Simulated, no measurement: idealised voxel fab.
Process module heading - voxel plated lines
cross-section cut | 225 nm wide | cells 5 nm
A cross-section is a grid of square cells, given in bands from the top down. A band is one or more rows of cells. For a band, the entry starts with two heights in nm, that of the top and then that of the bottom, and carries on with the band's materials in order from left to right, each alongside its width in nm; the word "everywhere" beside a single material means it fills the band edge to edge, and "air" means empty space. Height reference: 0 = level under which incoming wafer is all one material. Lowest band: no bottom, runs on downward, e.g. "0..down". When a width is written as two numbers, as in "30..40", the first number is the width in the top row of cells of the band and the second is the width in its bottom row, and the width changes by the same amount from each row to the next. Step note "stayed the same" = no cross-section cell changed. "Voids lacking openings": sealed empty spaces, 8 cells or more, no open way to top, listed width x height at distance, with distance from the left edge and width, height and distance in nm. Where a step's line continues beyond its settings, the continuation is a remark by the simulator itself on that step. Each step line may optionally specify "overlay nm", which for a step with a mask gives the rightward distance between the mask's planned place and where it lay, a negative value indicating the leftward direction.
# The process steps that were planned are listed below
- 1: RECEIVE,material Si
- 2: CONFORMAL_DEP,material Al2O3,thk nm 5
- 3: DIRECTIONAL_DEP,material TiN,thk nm 5
- 4: PATTERN,tone open,mask id LINES,material resist,width nm 20,pitch nm 35,thk nm 40,overlay nm 0
- 5: EPI,material Ru,thk nm 5
- 6: EPI,material Ru,thk nm 10
- 7: EPI,material Ru,thk nm 5
- 8: STRIP,etch materials resist
- 9: DIRECTIONAL_ETCH,etch materials TiN,depth nm 5
- 10: CONFORMAL_DEP,material SiN,thk nm 5
# as received, after step 1
> 0..down: Si everywhere
> Voids lacking openings: none
# The cross-section shown corresponds to the wafer at the conclusion of the module. The initial structure and the process plan are those presented above; however, one mistake occurred in executing the plan
> 35..30: 50 of air  25 of SiN  10 of air  25 of SiN  10 of air  25 of SiN  10 of air  25 of SiN  45 of air
> 30..10: 50 of air  5 of SiN  15 of Ru  5 of SiN  10 of air  5 of SiN  15 of Ru  5 of SiN  10 of air  5 of SiN  15 of Ru  5 of SiN  10 of air  5 of SiN  15 of Ru  5 of SiN  45 of air
> 10..5: 55 of SiN  15 of TiN  20 of SiN  15 of TiN  20 of SiN  15 of TiN  20 of SiN  15 of TiN  50 of SiN
> 5..0: Al2O3 everywhere
> 0..down: Si everywhere
> Voids lacking openings: none
Misprocessing identified: step 4: run off-plan, actual operation and settings PATTERN,tone open,mask id LINES,material resist,width nm 15,pitch nm 35,thk nm 40,overlay nm 0
